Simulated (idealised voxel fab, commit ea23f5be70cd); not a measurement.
Proc. module: voxel transistor to metal
Section shown: cut. Width: 170 nm. Cell size: 5 nm, square.
When this document writes out a cross-section, it uses a grid of square cells and lists it as bands, beginning at the top and moving down, with a band standing for one or more rows of cells. Within each band entry, the heights of the top and of the bottom of the band appear first, in that order and in nm; the materials of the band then follow from left to right, each with its corresponding width in nm. The designation "everywhere" on a single material indicates that it fills the band from edge to edge; the designation "blank" indicates empty space. Convention: height 0 is the level below which the wafer, as received, is all one material. The lowest band does not terminate at the bottom but continues downward, represented as "0 and below". Read "30 to 40" as a graded width: first number on top, second number at the bottom, same change between each pair of neighbouring rows. The designation "nothing altered", where it is given for a processing step, indicates that no cell of the cross-section was altered in the course of that step. The entry titled "Sealed void inventory" provides the empty spaces that have no open way to the top, restricted to those of 8 cells or more. Each is presented as width x height at distance, the distance being measured from the left edge, with all three in nm. Whatever follows a step's settings on its line is a remark the simulator itself makes about that step. On any step carrying a mask, the "overlay nm" setting, if present on the step's line, tells how far right of its planned place the mask lay; negative values point to the left.

STEPS PLANNED FOR THE PROCESS
1) RECEIVE: material Si
2) OXIDIZE: depth nm 5
3) CONFORMAL_DEP: material SiN, thk nm 15
4) PATTERN: tone cover, mask id ACTIVE, material resist, width nm 95, thk nm 15, overlay nm 0
5) DIRECTIONAL_ETCH: etch materials SiN, depth nm 15
6) DIRECTIONAL_ETCH: etch materials SiO2, depth nm 5
7) DIRECTIONAL_ETCH: etch materials Si, depth nm 25
8) STRIP: etch materials resist
9) OXIDIZE: depth nm 5
10) FILL_DEP: material SiO2, thk nm 10
11) CMP: height nm 15
12) SELECTIVE_ETCH: etch materials SiO2, depth nm 15
13) STRIP: etch materials SiN
14) SELECTIVE_ETCH: etch materials SiO2, depth nm 5
15) OXIDIZE: depth nm 5
16) DIRECTIONAL_DEP: material polySi, thk nm 30
17) DIRECTIONAL_DEP: material SiCN, thk nm 10
18) MASKED_ETCH: tone cover, mask id GATE, width nm 25, etch materials SiCN, depth nm 20, overlay nm 0
19) MASKED_ETCH: tone cover, mask id GATE, width nm 25, etch materials polySi, depth nm 40, overlay nm 0
20) CONFORMAL_DEP: material SiN, thk nm 10
21) DIRECTIONAL_ETCH: etch materials SiN, depth nm 10
22) DIRECTIONAL_ETCH: etch materials SiO2, depth nm 5
23) EPI: material nSi, thk nm 5
24) FILL_DEP: material SiO2, thk nm 5
25) CMP: height nm 35
26) DIRECTIONAL_DEP: material SiO2, thk nm 15
27) PATTERN: tone open, mask id CONTACT, material resist, width nm 25, pitch nm 60, thk nm 15, overlay nm 0
28) DIRECTIONAL_ETCH: etch materials SiO2, depth nm 55
29) STRIP: etch materials resist
30) CONFORMAL_DEP: material TiN, thk nm 5
31) FILL_DEP: material Ru, thk nm 5
32) CMP: height nm 50
33) CONFORMAL_DEP: material SiN, thk nm 5
34) DIRECTIONAL_DEP: material SiO2, thk nm 20
35) PATTERN: tone open, mask id METAL_1, material resist, width nm 15, pitch nm 70, thk nm 15, overlay nm 0
36) DIRECTIONAL_ETCH: etch materials SiO2, depth nm 20
37) DIRECTIONAL_ETCH: etch materials SiN, depth nm 5
38) STRIP: etch materials resist
39) CONFORMAL_DEP: material TiN, thk nm 5
40) FILL_DEP: material Ru, thk nm 10
41) CMP: height nm 75
42) CONFORMAL_DEP: material SiN, thk nm 5

WHAT FOLLOWS COVERS THE FIRST OF TWO WAFERS; IT RAN AS PLANNED

CROSS-SECTION: WAFER ON ARRIVAL = AFTER STEP 1
> 0 and below = Si everywhere
> Sealed void inventory: none

AFTER STEP 2, IN CROSS-SECTION
> 0 down to -5 = SiO2 everywhere
> Whatever lies below -5 is exactly as it was before.

AFTER STEP 3, IN CROSS-SECTION
> 15 down to 0 = SiN everywhere
> Whatever lies below 0 is exactly as it was before.

AFTER STEP 4, IN CROSS-SECTION
> 30 down to 15 = 35 blank / 95 resist / 40 blank
> Whatever lies below 15 is exactly as it was before.

AFTER STEP 5, IN CROSS-SECTION
> 30 down to 15 = 35 blank / 95 resist / 40 blank
> 15 down to 0 = 35 blank / 95 SiN / 40 blank
> Whatever lies below 0 is exactly as it was before.

AFTER STEP 6, IN CROSS-SECTION
> 30 down to 15 = 35 blank / 95 resist / 40 blank
> 15 down to 0 = 35 blank / 95 SiN / 40 blank
> 0 down to -5 = 35 blank / 95 SiO2 / 40 blank
> Whatever lies below -5 is exactly as it was before.

AFTER STEP 7, IN CROSS-SECTION
> 30 down to 15 = 35 blank / 95 resist / 40 blank
> 15 down to 0 = 35 blank / 95 SiN / 40 blank
> 0 down to -5 = 35 blank / 95 SiO2 / 40 blank
> -5 down to -30 = 35 blank / 95 Si / 40 blank
> Whatever lies below -30 is exactly as it was before.

AFTER STEP 8, IN CROSS-SECTION
> 15 down to 0 = 35 blank / 95 SiN / 40 blank
> Whatever lies below 0 is exactly as it was before.

AFTER STEP 9, IN CROSS-SECTION
> 15 down to 0 = 35 blank / 95 SiN / 40 blank
> 0 down to -5 = 35 blank / 95 SiO2 / 40 blank
> -5 down to -30 = 35 blank / 5 SiO2 / 85 Si / 5 SiO2 / 40 blank
> -30 down to -35 = 40 SiO2 / 85 Si / 45 SiO2
> Whatever lies below -35 is exactly as it was before.

AFTER STEP 10, IN CROSS-SECTION
> 25 down to 15 = SiO2 everywhere
> 15 down to 0 = 35 SiO2 / 95 SiN / 40 SiO2
> 0 down to -5 = SiO2 everywhere
> -5 down to -35 = 40 SiO2 / 85 Si / 45 SiO2
> Whatever lies below -35 is exactly as it was before.

AFTER STEP 11, IN CROSS-SECTION
> 15 down to 0 = 35 SiO2 / 95 SiN / 40 SiO2
> Whatever lies below 0 is exactly as it was before.

AFTER STEP 12, IN CROSS-SECTION
> 15 down to 0 = 35 blank / 95 SiN / 40 blank
> Whatever lies below 0 is exactly as it was before.

AFTER STEP 13, IN CROSS-SECTION
> 0 down to -5 = SiO2 everywhere
> Whatever lies below -5 is exactly as it was before.

AFTER STEP 14, IN CROSS-SECTION
> -5 down to -35 = 40 SiO2 / 85 Si / 45 SiO2
> Whatever lies below -35 is exactly as it was before.

AFTER STEP 15, IN CROSS-SECTION
> -5 down to -10 = SiO2 everywhere
> Whatever lies below -10 is exactly as it was before.

AFTER STEP 16, IN CROSS-SECTION
> 25 down to -5 = polySi everywhere
> Whatever lies below -5 is exactly as it was before.

AFTER STEP 17, IN CROSS-SECTION
> 35 down to 25 = SiCN everywhere
> Whatever lies below 25 is exactly as it was before.

AFTER STEP 18, IN CROSS-SECTION
> 35 down to 25 = 70 blank / 25 SiCN / 75 blank
> Whatever lies below 25 is exactly as it was before.

AFTER STEP 19, IN CROSS-SECTION
> 35 down to 25 = 70 blank / 25 SiCN / 75 blank
> 25 down to -5 = 70 blank / 25 polySi / 75 blank
> Whatever lies below -5 is exactly as it was before.

AFTER STEP 20, IN CROSS-SECTION
> 45 down to 35 = 60 blank / 45 SiN / 65 blank
> 35 down to 25 = 60 blank / 10 SiN / 25 SiCN / 10 SiN / 65 blank
> 25 down to 5 = 60 blank / 10 SiN / 25 polySi / 10 SiN / 65 blank
> 5 down to -5 = 70 SiN / 25 polySi / 75 SiN
> Whatever lies below -5 is exactly as it was before.

AFTER STEP 21, IN CROSS-SECTION
> 35 down to 25 = 60 blank / 10 SiN / 25 SiCN / 10 SiN / 65 blank
> 25 down to -5 = 60 blank / 10 SiN / 25 polySi / 10 SiN / 65 blank
> Whatever lies below -5 is exactly as it was before.

AFTER STEP 22, IN CROSS-SECTION
> 35 down to 25 = 60 blank / 10 SiN / 25 SiCN / 10 SiN / 65 blank
> 25 down to -5 = 60 blank / 10 SiN / 25 polySi / 10 SiN / 65 blank
> -5 down to -10 = 60 blank / 45 SiO2 / 65 blank
> Whatever lies below -10 is exactly as it was before.

AFTER STEP 23, IN CROSS-SECTION
> 35 down to 25 = 60 blank / 10 SiN / 25 SiCN / 10 SiN / 65 blank
> 25 down to -5 = 60 blank / 10 SiN / 25 polySi / 10 SiN / 65 blank
> -5 down to -10 = 35 blank / 25 nSi / 45 SiO2 / 25 nSi / 40 blank
> Whatever lies below -10 is exactly as it was before.

AFTER STEP 24, IN CROSS-SECTION
> 40 down to 35 = SiO2 everywhere
> 35 down to 25 = 60 SiO2 / 10 SiN / 25 SiCN / 10 SiN / 65 SiO2
> 25 down to -5 = 60 SiO2 / 10 SiN / 25 polySi / 10 SiN / 65 SiO2
> -5 down to -10 = 35 SiO2 / 25 nSi / 45 SiO2 / 25 nSi / 40 SiO2
> Whatever lies below -10 is exactly as it was before.

AFTER STEP 25, IN CROSS-SECTION
> 35 down to 25 = 60 SiO2 / 10 SiN / 25 SiCN / 10 SiN / 65 SiO2
> Whatever lies below 25 is exactly as it was before.

AFTER STEP 26, IN CROSS-SECTION
> 50 down to 35 = SiO2 everywhere
> Whatever lies below 35 is exactly as it was before.

AFTER STEP 27, IN CROSS-SECTION
> 65 down to 50 = 40 resist / 25 blank / 35 resist / 25 blank / 45 resist
> Whatever lies below 50 is exactly as it was before.

AFTER STEP 28, IN CROSS-SECTION
> 65 down to 50 = 40 resist / 25 blank / 35 resist / 25 blank / 45 resist
> 50 down to 35 = 40 SiO2 / 25 blank / 35 SiO2 / 25 blank / 45 SiO2
> 35 down to 25 = 40 SiO2 / 20 blank / 10 SiN / 25 SiCN / 10 SiN / 20 blank / 45 SiO2
> 25 down to -5 = 40 SiO2 / 20 blank / 10 SiN / 25 polySi / 10 SiN / 20 blank / 45 SiO2
> Whatever lies below -5 is exactly as it was before.

AFTER STEP 29, IN CROSS-SECTION
> 50 down to 35 = 40 SiO2 / 25 blank / 35 SiO2 / 25 blank / 45 SiO2
> Whatever lies below 35 is exactly as it was before.

AFTER STEP 30, IN CROSS-SECTION
> 55 down to 50 = 45 TiN / 15 blank / 45 TiN / 15 blank / 50 TiN
> 50 down to 40 = 40 SiO2 / 5 TiN / 15 blank / 5 TiN / 35 SiO2 / 5 TiN / 15 blank / 5 TiN / 45 SiO2
> 40 down to 35 = 40 SiO2 / 5 TiN / 10 blank / 10 TiN / 35 SiO2 / 10 TiN / 10 blank / 5 TiN / 45 SiO2
> 35 down to 25 = 40 SiO2 / 5 TiN / 10 blank / 5 TiN / 10 SiN / 25 SiCN / 10 SiN / 5 TiN / 10 blank / 5 TiN / 45 SiO2
> 25 down to 0 = 40 SiO2 / 5 TiN / 10 blank / 5 TiN / 10 SiN / 25 polySi / 10 SiN / 5 TiN / 10 blank / 5 TiN / 45 SiO2
> 0 down to -5 = 40 SiO2 / 20 TiN / 10 SiN / 25 polySi / 10 SiN / 20 TiN / 45 SiO2
> Whatever lies below -5 is exactly as it was before.

AFTER STEP 31, IN CROSS-SECTION
> 60 down to 55 = Ru everywhere
> 55 down to 50 = 45 TiN / 15 Ru / 45 TiN / 15 Ru / 50 TiN
> 50 down to 40 = 40 SiO2 / 5 TiN / 15 Ru / 5 TiN / 35 SiO2 / 5 TiN / 15 Ru / 5 TiN / 45 SiO2
> 40 down to 35 = 40 SiO2 / 5 TiN / 10 Ru / 10 TiN / 35 SiO2 / 10 TiN / 10 Ru / 5 TiN / 45 SiO2
> 35 down to 25 = 40 SiO2 / 5 TiN / 10 Ru / 5 TiN / 10 SiN / 25 SiCN / 10 SiN / 5 TiN / 10 Ru / 5 TiN / 45 SiO2
> 25 down to 0 = 40 SiO2 / 5 TiN / 10 Ru / 5 TiN / 10 SiN / 25 polySi / 10 SiN / 5 TiN / 10 Ru / 5 TiN / 45 SiO2
> Whatever lies below 0 is exactly as it was before.

AFTER STEP 32, IN CROSS-SECTION
> 50 down to 40 = 40 SiO2 / 5 TiN / 15 Ru / 5 TiN / 35 SiO2 / 5 TiN / 15 Ru / 5 TiN / 45 SiO2
> Whatever lies below 40 is exactly as it was before.

AFTER STEP 33, IN CROSS-SECTION
> 55 down to 50 = SiN everywhere
> Whatever lies below 50 is exactly as it was before.

AFTER STEP 34, IN CROSS-SECTION
> 75 down to 55 = SiO2 everywhere
> Whatever lies below 55 is exactly as it was before.

AFTER STEP 35, IN CROSS-SECTION
> 90 down to 75 = 40 resist / 15 blank / 55 resist / 15 blank / 45 resist
> Whatever lies below 75 is exactly as it was before.

AFTER STEP 36, IN CROSS-SECTION
> 90 down to 75 = 40 resist / 15 blank / 55 resist / 15 blank / 45 resist
> 75 down to 55 = 40 SiO2 / 15 blank / 55 SiO2 / 15 blank / 45 SiO2
> Whatever lies below 55 is exactly as it was before.

AFTER STEP 37, IN CROSS-SECTION
> 90 down to 75 = 40 resist / 15 blank / 55 resist / 15 blank / 45 resist
> 75 down to 55 = 40 SiO2 / 15 blank / 55 SiO2 / 15 blank / 45 SiO2
> 55 down to 50 = 40 SiN / 15 blank / 55 SiN / 15 blank / 45 SiN
> Whatever lies below 50 is exactly as it was before.

AFTER STEP 38, IN CROSS-SECTION
> 75 down to 55 = 40 SiO2 / 15 blank / 55 SiO2 / 15 blank / 45 SiO2
> Whatever lies below 55 is exactly as it was before.

AFTER STEP 39, IN CROSS-SECTION
> 80 down to 75 = 45 TiN / 5 blank / 65 TiN / 5 blank / 50 TiN
> 75 down to 55 = 40 SiO2 / 5 TiN / 5 blank / 5 TiN / 55 SiO2 / 5 TiN / 5 blank / 5 TiN / 45 SiO2
> 55 down to 50 = 40 SiN / 15 TiN / 55 SiN / 15 TiN / 45 SiN
> Whatever lies below 50 is exactly as it was before.

AFTER STEP 40, IN CROSS-SECTION
> 90 down to 80 = Ru everywhere
> 80 down to 75 = 45 TiN / 5 Ru / 65 TiN / 5 Ru / 50 TiN
> 75 down to 55 = 40 SiO2 / 5 TiN / 5 Ru / 5 TiN / 55 SiO2 / 5 TiN / 5 Ru / 5 TiN / 45 SiO2
> Whatever lies below 55 is exactly as it was before.

AFTER STEP 41, IN CROSS-SECTION
> 75 down to 55 = 40 SiO2 / 5 TiN / 5 Ru / 5 TiN / 55 SiO2 / 5 TiN / 5 Ru / 5 TiN / 45 SiO2
> Whatever lies below 55 is exactly as it was before.

AFTER STEP 42, IN CROSS-SECTION
> 80 down to 75 = SiN everywhere
> Whatever lies below 75 is exactly as it was before.

SECOND WAFER (IDENTICAL START AND PLAN, ONE PROCESSING ERROR; MATCHES FIRST WAFER THROUGH STEP 40)

The second wafer cut through, at the time step 41 was supposed to be finished: nothing altered

THE SECOND WAFER CUT THROUGH, AT THE TIME STEP 42 WAS SUPPOSED TO BE FINISHED
> 95 down to 90 = SiN everywhere
> Whatever lies below 90 is exactly as it was before.
What was done differently from what was planned? heads up, step 41 of the plan was skipped and never actually ran
at the end the second wafer has, in cells: 70 more of Ru; 32 more of TiN
